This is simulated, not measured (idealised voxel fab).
Process module, titled voxel local oxidation
This is section cut - it's 220 nm across, gridded in 5 nm square cells.
Think of the cross-section as a grid of square cells. We describe it in bands, top to bottom, and each band covers one or more rows of those cells. The band entry comprises the height of the band's top followed by the height of its bottom, expressed in nm, and subsequently the band's materials from left to right, each stated together with its width in nm. Where a single material is marked with the word "edge to edge", that material fills the band from edge to edge. The word "empty" represents empty space. Height datum 0, below which the as-received substrate wafer is one material. Lowest band open at the bottom, running downward: "top 0, no bottom". Think of "30..40" as a width that walks from the first number to the second as you go down the band, top row to bottom row, taking equal-sized steps from row to row. For the purposes of this document, the phrase "remained unchanged" attached to a step denotes that no cell within the cross-section was modified by that step. Listed in "Completely enclosed voids": every empty space of 8 or more cells without an open way to the top. Form: width x height at distance, the distance being from the left edge, all in nm. Post-settings text on a step line: simulator's own remark regarding the step. "overlay nm" answers the question of how far to the right of plan the mask lay on a step that has a mask, and when it is negative the answer is to the left.
Intended process steps
1. RECEIVE, material Si
2. OXIDIZE, depth nm 5
3. CONFORMAL_DEP, material SiN, thk nm 15
4. PATTERN, tone cover, mask id ACTIVE, material resist, width nm 110, thk nm 15, overlay nm 0
5. DIRECTIONAL_ETCH, etch materials SiN, depth nm 15
6. STRIP, etch materials resist
7. SELECTIVE_ETCH, etch materials SiO2, depth nm 5
8. OXIDIZE, depth nm 10
9. STRIP, etch materials SiN
The first of two wafers, run as planned
Delivered wafer in cross-section: state after step 1
top 0, no bottom = Si edge to edge
Completely enclosed voids: none
Step 2 complete: cross-section through the wafer
top 0, bottom -5 = SiO2 edge to edge
Below -5, the layers are the same as they were.
Step 3 complete: cross-section through the wafer
top 15, bottom 0 = SiN edge to edge
Below 0, the layers are the same as they were.
Step 4 complete: cross-section through the wafer
top 30, bottom 15 = empty 55 / resist 110 / empty 55
Below 15, the layers are the same as they were.
Step 5 complete: cross-section through the wafer
top 30, bottom 15 = empty 55 / resist 110 / empty 55
top 15, bottom 0 = empty 55 / SiN 110 / empty 55
Below 0, the layers are the same as they were.
Step 6 complete: cross-section through the wafer
top 15, bottom 0 = empty 55 / SiN 110 / empty 55
Below 0, the layers are the same as they were.
Step 7 complete: cross-section through the wafer
top 15, bottom 0 = empty 55 / SiN 110 / empty 55
top 0, bottom -5 = empty 60 / SiO2 100 / empty 60
Below -5, the layers are the same as they were.
Step 8 complete: cross-section through the wafer
top 15, bottom 0 = empty 55 / SiN 110 / empty 55
top 0, bottom -5 = empty 60 / SiO2 100 / empty 60
top -5, bottom -15 = SiO2 70 / Si 80 / SiO2 70
Below -15, the layers are the same as they were.
Step 9 complete: cross-section through the wafer
top 0, bottom -5 = empty 60 / SiO2 100 / empty 60
Below -5, the layers are the same as they were.
For the second wafer, take the first wafer's start and plan, then add one mistake made in running it; everything through step 3, that step included, is shared with the first
Cross-section of the second wafer at the time by which step 4 should have been completed according to the plan
top 30, bottom 15 = resist 55 / empty 110 / resist 55
Below 15, the layers are the same as they were.
Cross-section of the second wafer at the time by which step 5 should have been completed according to the plan
top 30, bottom 15 = resist 55 / empty 110 / resist 55
top 15, bottom 0 = SiN 55 / empty 110 / SiN 55
Below 0, the layers are the same as they were.
Cross-section of the second wafer at the time by which step 6 should have been completed according to the plan
top 15, bottom 0 = SiN 55 / empty 110 / SiN 55
Below 0, the layers are the same as they were.
Cross-section of the second wafer at the time by which step 7 should have been completed according to the plan
top 15, bottom 0 = SiN 55 / empty 110 / SiN 55
top 0, bottom -5 = SiO2 50 / empty 120 / SiO2 50
Below -5, the layers are the same as they were.
Cross-section of the second wafer at the time by which step 8 should have been completed according to the plan
top 15, bottom 0 = SiN 55 / empty 110 / SiN 55
top 0, bottom -5 = SiO2 50 / empty 120 / SiO2 50
top -5, bottom -15 = Si 40 / SiO2 140 / Si 40
Below -15, the layers are the same as they were.
Cross-section of the second wafer at the time by which step 9 should have been completed according to the plan
top 0, bottom -5 = SiO2 50 / empty 120 / SiO2 50
Below -5, the layers are the same as they were.
What broke from the plan during processing? off-plan run, step 4, actual operation and settings PATTERN, tone open, mask id ACTIVE, material resist, width nm 110, thk nm 15, overlay nm 0
At the end, each material covers as many cells on the second wafer as it does on the first, though the cells it covers are elsewhere.
